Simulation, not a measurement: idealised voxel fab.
Documented hereafter: the process module known as voxel local oxidation.
Section cut is 285 nm wide and gridded with 5 nm square cells.
Bands, listed from the top down, are how a cross-section gets written in this document; the cross-section itself is a grid of square cells, and a band is one or more rows of them.
This entry defines a band. It first specifies the height of the band's top and the height of its bottom in nm, and then specifies the band's materials from left to right, stating each material with its width in nm. The word "all across" identifies a single material that fills the band from edge to edge, while the word "empty" identifies empty space.
Height datum 0, below which the as-received substrate wafer is one material. Lowest band open at the bottom, running downward: "0 and below".
With a width like "30..40", each row of cells in the band differs from the next by the same amount, the top row carrying the first number and the bottom row the second.
The designation "nothing changed", where it is given for a processing step, indicates that no cell of the cross-section was altered in the course of that step.
"Closed cavities" specifies each empty space that is not open to the top and that occupies no fewer than 8 cells, using the form width x height at distance, the distance measured from the left edge and all three quantities in nm.
If you see something after the settings on a step's line, that's the simulator's own remark about that step.
overlay nm: for a step with a mask, the amount by which the mask lay right of where it was planned; a negative amount means left of it.

## The process steps that were planned are listed below
1 RECEIVE: material Si
2 OXIDIZE: depth nm 5
3 CONFORMAL_DEP: material SiN, thk nm 15
4 DIRECTIONAL_DEP: material aC, thk nm 10
5 PATTERN: tone cover, mask id ACTIVE, material resist, width nm 105, pitch nm 125, thk nm 25, overlay nm -10
6 DIRECTIONAL_ETCH: etch materials aC, depth nm 10
7 STRIP: etch materials resist
8 DIRECTIONAL_ETCH: etch materials SiN, depth nm 15
9 STRIP: etch materials aC
10 SELECTIVE_ETCH: etch materials SiO2, depth nm 5
11 OXIDIZE: depth nm 15
12 STRIP: etch materials SiN
The wafers in this document start out alike and differ in the overlay nm applied at step 5; the plan shows the value used for the first wafer.

## first wafer as received, after step 1
	0 and below | Si all across
	Closed cavities: none

## Module end state after final step 12: cross-section of the first of several wafers
	0 down to -5 | empty (20), SiO2 (95), empty (30), SiO2 (95), empty (45)
	-5 down to -20 | SiO2 (35), Si (65), SiO2 (60), Si (65), SiO2 (60)
	-20 and below | Si all across
	Closed cavities: none

## Here's the last wafer cross-sectioned at the end of the module
	0 down to -5 | empty (45), SiO2 (95), empty (30), SiO2 (95), empty (20)
	-5 down to -20 | SiO2 (60), Si (65), SiO2 (60), Si (65), SiO2 (35)
	-20 and below | Si all across
	Closed cavities: none

## For your reference, the table is organized with a row per wafer; each row reflects the wafer at the end of the module, indicating for each material the cells gained (+) or lost (-) since receipt, and thereafter its closed voids
overlay nm -10; -150 Si; +131 SiO2; Closed cavities: none
overlay nm -5; -150 Si; +131 SiO2; Closed cavities: none
overlay nm 0; -150 Si; +131 SiO2; Closed cavities: none
overlay nm 5; -150 Si; +131 SiO2; Closed cavities: none
overlay nm 10; -150 Si; +131 SiO2; Closed cavities: none
overlay nm 15; -150 Si; +131 SiO2; Closed cavities: none
